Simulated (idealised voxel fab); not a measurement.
process module | voxel double patterning
cross-section cut | 190 nm wide | cells 5 nm
A cross-section is a grid of square cells, given in bands from the top down. A band is one or more rows of cells.
Each band's line starts with the height of the band's top and of its bottom, in nm. Then come its materials from left to right, each with its width in nm. One material with "throughout" fills the band from edge to edge. "air" is empty space.
Height 0 is the level under which the wafer as received is all one material. The lowest band goes on downwards, as in "0 down".
A width such as "30 to 40" changes by the same amount from each row of cells to the next, from the band's top row to its bottom row.
"no change" after a step means that no cell of the cross-section changed.
closed voids: empty space of 8 cells or more with no open way to the top, each as width x height at its distance from the left edge, in nm
after a step's settings: what the simulator itself notes on the step
overlay nm, on a step with a mask: how far to the right of its planned place the mask lay; to the left if negative
plan
1 op RECEIVE | material Si
2 op CONFORMAL_DEP | material SiO2 | thk nm 5
3 op DIRECTIONAL_DEP | material polySi | thk nm 10
4 op DIRECTIONAL_DEP | material SiCN | thk nm 5
5 op DIRECTIONAL_DEP | material aC | thk nm 15
6 op PATTERN | tone open | mask id FIRST | material resist | width nm 15 | pitch nm 50 | thk nm 35 | overlay nm 0
7 op DIRECTIONAL_ETCH | etch materials aC | depth nm 15
8 op STRIP | etch materials resist
9 op DIRECTIONAL_ETCH | etch materials SiCN | depth nm 5
10 op STRIP | etch materials aC
11 op MASKED_ETCH | tone open | mask id SECOND | width nm 15 | pitch nm 50 | etch materials SiCN | depth nm 5 | overlay nm 0
12 op DIRECTIONAL_ETCH | etch materials polySi | depth nm 10
13 op STRIP | etch materials SiCN
as received, after step 1
  0 down: Si throughout
  closed voids: none
a wafer at the end: this start, this plan, one mistake
  15 to 5: air 35 | polySi 15 | air 35 | polySi 15 | air 35 | polySi 15 | air 40
  5 to 0: SiO2 throughout
  0 down: Si throughout
  closed voids: none
what went wrong: step 6 ran as: op PATTERN | tone cover | mask id FIRST | material resist | width nm 15 | pitch nm 50 | thk nm 35 | overlay nm 0
